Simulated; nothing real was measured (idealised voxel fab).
Process module under the name voxel self aligned vias
Section shown: cut. Width: 245 nm. Cell size: 5 nm, square.
Cross-section = grid of square cells, listed top down in bands; band = one or more rows. Top, bottom (nm), then materials left to right with widths (nm); lone material tagged "edge to edge" fills the whole band edge to edge; "blank" = empty space. Heights are measured from 0, the level below which the as-received wafer is all one material; the lowest band has no bottom and continues downward, written as in "z 0 and below". The width entry "30 to 40" should be interpreted row by row: the top row of cells in the band takes the first number, the bottom row takes the second number, and the change between adjacent rows is uniform throughout. "no alterations made" for a step: no cell of the cross-section changed in that step. "Voids, enclosed" lists enclosed empty spaces (at least 8 cells, no open path upward to the top), each as width x height at distance from the left edge, in nm. Note: text after step settings on the step line = simulator remark on that step. "overlay nm", when on a step's line for a step with a mask, measures how far to the right of its planned place the mask lay; a negative measure means to the left.

### List of planned process steps
1,RECEIVE,material Si
2,CONFORMAL_DEP,material SiO2,thk nm 15
3,CONFORMAL_DEP,material SiCN,thk nm 5
4,DIRECTIONAL_DEP,material SiO2,thk nm 25
5,MASKED_ETCH,tone open,mask id LINES,width nm 25,pitch nm 65,etch materials SiO2,depth nm 25,overlay nm 0
6,CONFORMAL_DEP,material TiN,thk nm 5
7,FILL_DEP,material Ru,thk nm 5
8,CMP,height nm 45
9,SELECTIVE_ETCH,etch materials W Ru TiN,depth nm 5
10,FILL_DEP,material SiN,thk nm 5
11,CMP,height nm 45
12,DIRECTIONAL_DEP,material SiO2,thk nm 15
13,DIRECTIONAL_DEP,material aC,thk nm 10
14,PATTERN,tone open,mask id VIAS,material resist,width nm 35,pitch nm 130,thk nm 25,overlay nm 0
15,DIRECTIONAL_ETCH,etch materials aC,depth nm 10
16,STRIP,etch materials resist
17,DIRECTIONAL_ETCH,etch materials SiO2,depth nm 15
18,DIRECTIONAL_ETCH,etch materials SiN,depth nm 5
19,STRIP,etch materials aC
20,CONFORMAL_DEP,material TiN,thk nm 5
21,FILL_DEP,material Ru,thk nm 10
22,CMP,height nm 60
23,CONFORMAL_DEP,material SiN,thk nm 5
Split variable: width nm, step 14. Plan value = first wafer. Wafers start alike.

### Here's the first of the wafers in cross-section, just as we got it, i.e. after step 1
  z 0 and below: Si edge to edge
  Voids, enclosed: none

### Below, a row for every wafer. Read it as the end-of-module picture: for each material the wafer shows its cells gained (+) or lost (-) since it was received, and then its closed voids
width nm 35, +53 Ru, +49 SiCN, +54 SiN, +422 SiO2, +59 TiN, Voids, enclosed: none
width nm 40, +57 Ru, +49 SiCN, +54 SiN, +416 SiO2, +61 TiN, Voids, enclosed: none
width nm 45, +61 Ru, +49 SiCN, +54 SiN, +410 SiO2, +63 TiN, Voids, enclosed: none
width nm 50, +65 Ru, +49 SiCN, +54 SiN, +404 SiO2, +65 TiN, Voids, enclosed: none
width nm 55, +69 Ru, +49 SiCN, +54 SiN, +398 SiO2, +67 TiN, Voids, enclosed: none
width nm 60, +73 Ru, +49 SiCN, +54 SiN, +392 SiO2, +69 TiN, Voids, enclosed: none
